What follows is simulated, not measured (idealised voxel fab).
voxel self aligned contacts: a process module
This is section cut - it's 225 nm across, gridded in 5 nm square cells.
Cross-section, as written here: a square-cell grid given band by band from the top down, where a band holds one or more rows of cells. Top height, bottom height, nm. Materials left to right, width each, nm. Single material + "full width" = fills band edge to edge. "blank" = empty. For the purposes of this specification, 0 denotes the height below which the wafer in its as-received condition is composed wholly of one material, and the lowermost band, lacking a lower limit, extends downward without end, as expressed in "z 0 and below". You'd read "30..40" like this: the band's top row of cells is as wide as the first number, its bottom row is as wide as the second, and going down, every row changes width by the same amount as the row before did. Take "no modification" at face value: in the step it is given for, the cross-section changed in none of its cells. Under "Encapsulated voids" you'll find the enclosed gaps, the ones with no way out to the top, that are 8 cells or bigger; each reads width x height at distance, with distance counted from the left edge, everything in nm. Text after the settings on a step's line: the simulator's own remark on that step. "overlay nm", when on a step's line for a step with a mask, measures how far to the right of its planned place the mask lay; a negative measure means to the left.

Process steps (planned)
1 op RECEIVE | material Si
2 op OXIDIZE | depth nm 5
3 op DIRECTIONAL_DEP | material polySi | thk nm 30
4 op DIRECTIONAL_DEP | material SiN | thk nm 20
5 op PATTERN | tone cover | mask id GATE | material resist | width nm 35 | pitch nm 65 | thk nm 15 | overlay nm 0
6 op DIRECTIONAL_ETCH | etch materials SiN | depth nm 20
7 op DIRECTIONAL_ETCH | etch materials polySi | depth nm 30
8 op STRIP | etch materials resist
9 op CONFORMAL_DEP | material SiN | thk nm 5
10 op DIRECTIONAL_ETCH | etch materials SiN | depth nm 5
11 op FILL_DEP | material SiO2 | thk nm 15
12 op CMP | height nm 60
13 op DIRECTIONAL_DEP | material aC | thk nm 15
14 op PATTERN | tone open | mask id CONTACT | material resist | width nm 50 | pitch nm 65 | thk nm 30 | overlay nm 0
15 op DIRECTIONAL_ETCH | etch materials aC | depth nm 15
16 op STRIP | etch materials resist
17 op DIRECTIONAL_ETCH | etch materials SiO2 | depth nm 65
18 op STRIP | etch materials aC
19 op CONFORMAL_DEP | material TiN | thk nm 5
20 op FILL_DEP | material W | thk nm 10
21 op CMP | height nm 60
22 op CONFORMAL_DEP | material SiN | thk nm 5

Wafer at receipt (post step 1), cross-section
	z 0 and below: Si full width
	Encapsulated voids: none

Wafer cross-section at module end: first of two, run to plan
	z 65 to 60: SiN full width
	z 60 to 50: 55 nm SiO2 / 5..20 nm TiN / 40..10 nm W / 5..20 nm TiN / 15 nm SiO2 / 5..20 nm TiN / 40..10 nm W / 5..20 nm TiN / 55 nm SiO2
	z 50 to 30: 25 nm SiO2 / 45 nm SiN / 5 nm TiN / 10 nm W / 5 nm TiN / 45 nm SiN / 5 nm TiN / 10 nm W / 5 nm TiN / 45 nm SiN / 25 nm SiO2
	z 30 to 0: 25 nm SiO2 / 5 nm SiN / 35 nm polySi / 5 nm SiN / 5 nm TiN / 10 nm W / 5 nm TiN / 5 nm SiN / 35 nm polySi / 5 nm SiN / 5 nm TiN / 10 nm W / 5 nm TiN / 5 nm SiN / 35 nm polySi / 5 nm SiN / 25 nm SiO2
	z 0 to -5: 70 nm SiO2 / 20 nm TiN / 45 nm SiO2 / 20 nm TiN / 70 nm SiO2
	z -5 and below: Si full width
	Encapsulated voids: none

Wafer two cross-section, module end. Start and plan unchanged from wafer one; one mistake made during the run
	z 65 to 60: SiN full width
	z 60 to 50: 55 nm SiO2 / 5..20 nm TiN / 40..10 nm W / 5..20 nm TiN / 15 nm SiO2 / 5..20 nm TiN / 40..10 nm W / 5..20 nm TiN / 55 nm SiO2
	z 50 to 30: 25 nm SiO2 / 45 nm SiN / 5 nm TiN / 10 nm W / 5 nm TiN / 45 nm SiN / 5 nm TiN / 10 nm W / 5 nm TiN / 45 nm SiN / 25 nm SiO2
	z 30 to 25: 70 nm SiO2 / 20 nm TiN / 45 nm SiO2 / 20 nm TiN / 70 nm SiO2
	z 25 to 0: polySi full width
	z 0 and below: Si full width
	Encapsulated voids: none
The plan and the run diverged here: step 3 occupied the plan position of step 2, and the converse holds as well
End check, counted in cells, second wafer has more or fewer of these materials than the first: Si +45 | SiN -36 | SiO2 -60 | TiN -24 | W -24 | polySi +99
